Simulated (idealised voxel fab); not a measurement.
process module | voxel quadruple lines
cross-section cut | 240 nm wide | cells 5 nm
A cross-section is a grid of square cells, given in bands from the top down. A band is one or more rows of cells.
Each band's line starts with the height of the band's top and of its bottom, in nm. Then come its materials from left to right, each with its width in nm. One material with "throughout" fills the band from edge to edge. "air" is empty space.
Height 0 is the level under which the wafer as received is all one material. The lowest band goes on downwards, as in "0 down".
A width such as "30 to 40" changes by the same amount from each row of cells to the next, from the band's top row to its bottom row.
"no change" after a step means that no cell of the cross-section changed.
closed voids: empty space of 8 cells or more with no open way to the top, each as width x height at its distance from the left edge, in nm
after a step's settings: what the simulator itself notes on the step
overlay nm, on a step with a mask: how far to the right of its planned place the mask lay; to the left if negative
plan
1 op RECEIVE | material Si
2 op CONFORMAL_DEP | material SiO2 | thk nm 5
3 op DIRECTIONAL_DEP | material W | thk nm 10
4 op DIRECTIONAL_DEP | material polySi | thk nm 15
5 op DIRECTIONAL_DEP | material aC | thk nm 20
6 op PATTERN | tone cover | mask id MANDREL | material resist | width nm 25 | pitch nm 80 | thk nm 30 | overlay nm 0
7 op DIRECTIONAL_ETCH | etch materials aC | depth nm 20
8 op STRIP | etch materials resist
9 op CONFORMAL_DEP | material SiO2 | thk nm 15
10 op DIRECTIONAL_ETCH | etch materials SiO2 | depth nm 15
11 op STRIP | etch materials aC
12 op DIRECTIONAL_ETCH | etch materials polySi | depth nm 15
13 op STRIP | etch materials SiO2
14 op CONFORMAL_DEP | material SiN | thk nm 5
15 op DIRECTIONAL_ETCH | etch materials SiN | depth nm 5
16 op STRIP | etch materials polySi
17 op DIRECTIONAL_ETCH | etch materials W | depth nm 10
18 op STRIP | etch materials SiN
as received, after step 1
  0 down: Si throughout
  closed voids: none
first wafer at the end, as planned
  15 to 5: air 45 | W 5 | air 15 | W 5 | air 15 | W 5 | air 15 | W 5 | air 15 | W 5 | air 15 | W 5 | air 15 | W 5 | air 15 | W 5 | air 50
  5 to 0: SiO2 throughout
  0 down: Si throughout
  closed voids: none
second wafer at the end: like start, like plan, one mistake
  35 to 30: air 45 | SiO2 25 | air 15 | SiO2 25 | air 15 | SiO2 25 | air 15 | SiO2 25 | air 50
  30 to 20: air 45 | SiO2 5 | polySi 15 | SiO2 5 | air 15 | SiO2 5 | polySi 15 | SiO2 5 | air 15 | SiO2 5 | polySi 15 | SiO2 5 | air 15 | SiO2 5 | polySi 15 | SiO2 5 | air 50
  20 to 15: SiO2 50 | polySi 15 | SiO2 25 | polySi 15 | SiO2 25 | polySi 15 | SiO2 25 | polySi 15 | SiO2 55
  15 to 5: W throughout
  5 to 0: SiO2 throughout
  0 down: Si throughout
  closed voids: none
what went wrong: step 14 ran as: op CONFORMAL_DEP | material SiO2 | thk nm 5
at the end the second wafer has, in cells: 72 more of SiO2 | 80 more of W | 36 more of polySi
